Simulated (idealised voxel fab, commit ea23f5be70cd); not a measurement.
Process module heading - voxel transistor to metal
Cross-section cut: width 300 nm, square cells of 5 nm.
A cross-section is written here as square cells arranged in a grid, and it is given in bands from the top down, each band taking up one or more rows of cells. Look at the band entry: it leads with the top's height and the bottom's height in nm. Then it lists the materials left to right, with a width in nm for each. The word "everywhere" on a single material says that material fills the band edge to edge. The word "air" is empty space. Height datum 0, below which the as-received substrate wafer is one material. Lowest band open at the bottom, running downward: "0 down". Per-row width for "30..40": begins at first number (top row of band), ends at second number (bottom row), increment between rows held constant. No cell of the cross-section changed in a step that is given as "remained the same". The list in "Trapped voids" covers empty spaces of 8 cells or more that cannot reach the top through any open way, and it gives each as width x height at distance; the distance is from the left edge, and width, height and distance are in nm. The remark found on a step's line after its settings is issued by the simulator itself and pertains to that step. Each step line may optionally specify "overlay nm", which for a step with a mask gives the rightward distance between the mask's planned place and where it lay, a negative value indicating the leftward direction.

HERE'S WHAT THE PLANNED PROCESS STEPS LOOK LIKE
- 1: RECEIVE | material Si
- 2: CONFORMAL_DEP | material SiO2 | thk nm 5
- 3: CONFORMAL_DEP | material SiN | thk nm 15
- 4: MASKED_ETCH | tone cover | mask id ACTIVE | width nm 115 | pitch nm 140 | etch materials SiN | depth nm 15 | overlay nm 0
- 5: MASKED_ETCH | tone cover | mask id ACTIVE | width nm 115 | pitch nm 140 | etch materials SiO2 | depth nm 5 | overlay nm 0
- 6: MASKED_ETCH | tone cover | mask id ACTIVE | width nm 115 | pitch nm 140 | etch materials Si | depth nm 25 | overlay nm 0
- 7: FILL_DEP | material SiO2 | thk nm 5
- 8: CMP | height nm 20
- 9: SELECTIVE_ETCH | etch materials SiO2 | depth nm 15
- 10: STRIP | etch materials SiN
- 11: SELECTIVE_ETCH | etch materials SiO2 | depth nm 5
- 12: OXIDIZE | depth nm 5
- 13: DIRECTIONAL_DEP | material polySi | thk nm 25
- 14: DIRECTIONAL_DEP | material SiCN | thk nm 15
- 15: DIRECTIONAL_DEP | material aC | thk nm 15
- 16: PATTERN | tone cover | mask id GATE | material resist | width nm 25 | pitch nm 140 | thk nm 30 | overlay nm 0
- 17: DIRECTIONAL_ETCH | etch materials aC | depth nm 15
- 18: STRIP | etch materials resist
- 19: DIRECTIONAL_ETCH | etch materials SiCN | depth nm 25
- 20: DIRECTIONAL_ETCH | etch materials polySi | depth nm 35
- 21: STRIP | etch materials aC
- 22: CONFORMAL_DEP | material SiO2 | thk nm 5
- 23: DIRECTIONAL_ETCH | etch materials SiO2 | depth nm 5
- 24: CONFORMAL_DEP | material SiN | thk nm 10
- 25: DIRECTIONAL_ETCH | etch materials SiN | depth nm 10
- 26: DIRECTIONAL_ETCH | etch materials SiO2 | depth nm 5
- 27: EPI | material nSi | thk nm 5
- 28: FILL_DEP | material SiO2 | thk nm 10
- 29: CMP | height nm 25
- 30: STRIP | etch materials polySi
- 31: SELECTIVE_ETCH | etch materials SiO2 | depth nm 5
- 32: CONFORMAL_DEP | material HfO2 | thk nm 5
- 33: CONFORMAL_DEP | material TiN | thk nm 5
- 34: FILL_DEP | material W | thk nm 5
- 35: CMP | height nm 20
- 36: DIRECTIONAL_DEP | material SiO2 | thk nm 15
- 37: DIRECTIONAL_DEP | material aC | thk nm 10
- 38: PATTERN | tone open | mask id CONTACT | material resist | width nm 15 | thk nm 25 | overlay nm 0
- 39: DIRECTIONAL_ETCH | etch materials aC | depth nm 10
- 40: STRIP | etch materials resist
- 41: DIRECTIONAL_ETCH | etch materials SiO2 | depth nm 35
- 42: STRIP | etch materials aC
- 43: CONFORMAL_DEP | material TiN | thk nm 5
- 44: FILL_DEP | material W | thk nm 5
- 45: CMP | height nm 35
- 46: DIRECTIONAL_DEP | material TiN | thk nm 5
- 47: DIRECTIONAL_DEP | material W | thk nm 25
- 48: DIRECTIONAL_DEP | material aC | thk nm 15
- 49: PATTERN | tone cover | mask id METAL_1 | material resist | width nm 15 | thk nm 35 | overlay nm 0
- 50: DIRECTIONAL_ETCH | etch materials aC | depth nm 15
- 51: STRIP | etch materials resist
- 52: DIRECTIONAL_ETCH | etch materials W | depth nm 25
- 53: DIRECTIONAL_ETCH | etch materials TiN | depth nm 5
- 54: STRIP | etch materials aC
- 55: FILL_DEP | material SiO2 | thk nm 10
- 56: CMP | height nm 65
- 57: CONFORMAL_DEP | material SiN | thk nm 5
Wafer-to-wafer difference: width nm, step 16. Common start. Plan = first wafer's value.

STEP 1 COMPLETE: AS-RECEIVED CROSS-SECTION OF THE FIRST OF SEVERAL WAFERS
  0 down  Si everywhere
  Trapped voids: none

END OF MODULE, BY WAFER: MATERIAL-BY-MATERIAL CELL GAIN (+) OR LOSS (-) SINCE RECEIPT, THEN CLOSED VOIDS
width nm 25; +30 HfO2; -116 Si; +92 SiN; +610 SiO2; +94 TiN; +102 W; +28 nSi; Trapped voids: none
width nm 30; +32 HfO2; -116 Si; +92 SiN; +602 SiO2; +96 TiN; +108 W; +26 nSi; Trapped voids: none
width nm 35; +34 HfO2; -116 Si; +92 SiN; +594 SiO2; +98 TiN; +114 W; +24 nSi; Trapped voids: none
width nm 40; +36 HfO2; -116 Si; +92 SiN; +594 SiO2; +100 TiN; +112 W; +22 nSi; Trapped voids: none
width nm 45; +38 HfO2; -116 Si; +92 SiN; +594 SiO2; +102 TiN; +110 W; +20 nSi; Trapped voids: none
width nm 50; +40 HfO2; -116 Si; +92 SiN; +594 SiO2; +96 TiN; +116 W; +18 nSi; Trapped voids: none
